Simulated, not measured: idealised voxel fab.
You're looking at the process module voxel ribs on slabs.
Section cut is 155 nm wide and gridded with 5 nm square cells.
In what follows, cross-sections appear as grids of square cells, described through bands that run from the top down, where every band is one or more rows of cells.
Each band's line starts with the height of the band's top and of its bottom, in nm. Then come its materials from left to right, each with its width in nm. One material with "full width" fills the band from edge to edge. "blank" is empty space.
Ref level 0: as-received wafer is one material below here. Bottom band extends down with no lower bound ("0 -> down").
The width entry "30->40" should be interpreted row by row: the top row of cells in the band takes the first number, the bottom row takes the second number, and the change between adjacent rows is uniform throughout.
For the purposes of this document, the phrase "stayed the same" attached to a step denotes that no cell within the cross-section was modified by that step.
Closed-off voids of 8+ cells (no open route to the top) go in "Voids lacking openings", written width x height at distance from the left edge, in nm.
Where a step's line continues beyond its settings, the continuation is a remark by the simulator itself on that step.
Among the settings permitted on a step's line is "overlay nm"; applied to a step with a mask, it specifies the extent to which the mask lay to the right of its planned position, whereas a negative figure signifies a position to the left.

Intended process steps:
1,RECEIVE | material Si
2,DIRECTIONAL_DEP | material SiO2 | thk nm 20
3,DIRECTIONAL_DEP | material SiN | thk nm 20
4,DIRECTIONAL_DEP | material aC | thk nm 10
5,PATTERN | tone cover | mask id RIB | material resist | width nm 15 | thk nm 25 | overlay nm 0
6,DIRECTIONAL_ETCH | etch materials aC | depth nm 10
7,STRIP | etch materials resist
8,DIRECTIONAL_ETCH | etch materials SiN | depth nm 5
9,STRIP | etch materials aC
10,MASKED_ETCH | tone cover | mask id SLAB | width nm 65 | etch materials SiN | depth nm 15 | overlay nm 0
11,FILL_DEP | material SiO2 | thk nm 25
12,CMP | height nm 60
13,DIRECTIONAL_DEP | material TiN | thk nm 5
14,DIRECTIONAL_DEP | material aC | thk nm 15
15,PATTERN | tone cover | mask id HEATER | material resist | width nm 25 | thk nm 35 | overlay nm 0
16,DIRECTIONAL_ETCH | etch materials aC | depth nm 15
17,STRIP | etch materials resist
18,DIRECTIONAL_ETCH | etch materials TiN | depth nm 5
19,STRIP | etch materials aC
20,CONFORMAL_DEP | material SiN | thk nm 5

Wafer cross-section on receipt, i.e. after step 1:
    0 -> down  Si full width
    Voids lacking openings: none

The first of the two wafers as seen in cross-section once the module was finished; processing followed the plan:
    70 -> 65  blank 60 nm, SiN 35 nm, blank 60 nm
    65 -> 60  SiN 65 nm, TiN 25 nm, SiN 65 nm
    60 -> 40  SiO2 full width
    40 -> 35  SiO2 70 nm, SiN 15 nm, SiO2 70 nm
    35 -> 20  SiO2 45 nm, SiN 65 nm, SiO2 45 nm
    20 -> 0  SiO2 full width
    0 -> down  Si full width
    Voids lacking openings: none

Second wafer cross-section at end of module - shared start and plan with the first, one mistake in the run:
    70 -> 65  blank 60 nm, SiN 35 nm, blank 60 nm
    65 -> 60  SiN 65 nm, TiN 25 nm, SiN 65 nm
    60 -> 55  SiO2 70 nm, SiN 15 nm, SiO2 70 nm
    55 -> 40  SiO2 45 nm, SiN 65 nm, SiO2 45 nm
    40 -> 0  SiO2 full width
    0 -> down  Si full width
    Voids lacking openings: none
It is concluded that the wafer was processed incorrectly with respect to the plan, in that in the plan, step 2 was performed twice
In the final comparison it is observed that the number of cells assigned to each material is identical for the two wafers, whereas their placement is not.
